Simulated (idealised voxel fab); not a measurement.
process module | voxel wiring stack
cross-section cut | 275 nm wide | cells 5 nm
A cross-section is a grid of square cells, given in bands from the top down. A band is one or more rows of cells.
Each band's line starts with the height of the band's top and of its bottom, in nm. Then come its materials from left to right, each with its width in nm. One material with "throughout" fills the band from edge to edge. "air" is empty space.
Height 0 is the level under which the wafer as received is all one material. The lowest band goes on downwards, as in "0 down".
A width such as "30 to 40" changes by the same amount from each row of cells to the next, from the band's top row to its bottom row.
"no change" after a step means that no cell of the cross-section changed.
closed voids: empty space of 8 cells or more with no open way to the top, each as width x height at its distance from the left edge, in nm
after a step's settings: what the simulator itself notes on the step
overlay nm, on a step with a mask: how far to the right of its planned place the mask lay; to the left if negative
plan
1 op RECEIVE | material Si
2 op CONFORMAL_DEP | material SiO2 | thk nm 15
3 op DIRECTIONAL_DEP | material TiN | thk nm 5
4 op DIRECTIONAL_DEP | material Ru | thk nm 20
5 op PATTERN | tone cover | mask id METAL_1 | material resist | width nm 30 | pitch nm 50 | thk nm 20 | overlay nm 0
6 op DIRECTIONAL_ETCH | etch materials Ru | depth nm 20
7 op DIRECTIONAL_ETCH | etch materials TiN | depth nm 5
8 op STRIP | etch materials resist
9 op CONFORMAL_DEP | material SiN | thk nm 5
10 op FILL_DEP | material SiO2 | thk nm 5
11 op CMP | height nm 40
12 op CONFORMAL_DEP | material SiCN | thk nm 5
13 op DIRECTIONAL_DEP | material SiO2 | thk nm 15
14 op MASKED_ETCH | tone open | mask id PLUG_1 | width nm 15 | etch materials SiO2 | depth nm 15 | overlay nm 0
15 op MASKED_ETCH | tone open | mask id PLUG_1 | width nm 15 | etch materials SiCN | depth nm 5 | overlay nm 0
16 op EPI | material Ru | thk nm 10
17 op EPI | material Ru | thk nm 10
18 op DIRECTIONAL_DEP | material TiN | thk nm 5
19 op DIRECTIONAL_DEP | material Ru | thk nm 25
20 op MASKED_ETCH | tone cover | mask id METAL_2 | width nm 30 | pitch nm 50 | etch materials Ru | depth nm 25 | overlay nm 0
21 op MASKED_ETCH | tone cover | mask id METAL_2 | width nm 30 | pitch nm 50 | etch materials TiN | depth nm 5 | overlay nm 0
22 op FILL_DEP | material lowk | thk nm 5
23 op CMP | height nm 90
24 op CONFORMAL_DEP | material SiCN | thk nm 5
25 op DIRECTIONAL_DEP | material SiO2 | thk nm 20
26 op MASKED_ETCH | tone open | mask id PLUG_2 | width nm 15 | etch materials SiO2 | depth nm 20 | overlay nm 0
27 op MASKED_ETCH | tone open | mask id PLUG_2 | width nm 15 | etch materials SiCN | depth nm 5 | overlay nm 0
28 op EPI | material Ru | thk nm 10
29 op EPI | material Ru | thk nm 10
30 op EPI | material Ru | thk nm 5
31 op DIRECTIONAL_DEP | material TiN | thk nm 5
32 op DIRECTIONAL_DEP | material W | thk nm 20
33 op DIRECTIONAL_DEP | material aC | thk nm 10
34 op PATTERN | tone cover | mask id METAL_3 | material resist | width nm 30 | pitch nm 50 | thk nm 30 | overlay nm 0
35 op DIRECTIONAL_ETCH | etch materials aC | depth nm 10
36 op STRIP | etch materials resist
37 op DIRECTIONAL_ETCH | etch materials W | depth nm 20
38 op DIRECTIONAL_ETCH | etch materials TiN | depth nm 5
39 op STRIP | etch materials aC
40 op FILL_DEP | material lowk | thk nm 5
41 op CMP | height nm 140
42 op CONFORMAL_DEP | material SiCN | thk nm 5
as received, after step 1
  0 down: Si throughout
  closed voids: none
a wafer at the end: this start, this plan, one mistake
  155 to 140: SiCN throughout
  140 to 120: lowk 95 | W 30 | lowk 20 | W 30 | lowk 100
  120 to 115: lowk 95 | TiN 30 | lowk 20 | TiN 30 | lowk 100
  115 to 95: SiO2 95 | Ru 15 | SiO2 165
  95 to 90: SiCN 95 | Ru 15 | SiCN 165
  90 to 65: lowk 95 | Ru 30 | lowk 20 | Ru 30 | lowk 100
  65 to 60: lowk 95 | TiN 30 | lowk 20 | TiN 30 | lowk 100
  60 to 45: SiO2 95 | Ru 15 | SiO2 165
  45 to 40: SiCN 95 | Ru 15 | SiCN 165
  40 to 20: SiO2 90 | SiN 5 | Ru 30 | SiN 5 | SiO2 10 | SiN 5 | Ru 30 | SiN 5 | SiO2 95
  20 to 15: SiN 95 | TiN 30 | SiN 20 | TiN 30 | SiN 100
  15 to 0: SiO2 throughout
  0 down: Si throughout
  closed voids: none
what went wrong: step 42 ran as: op CONFORMAL_DEP | material SiCN | thk nm 15
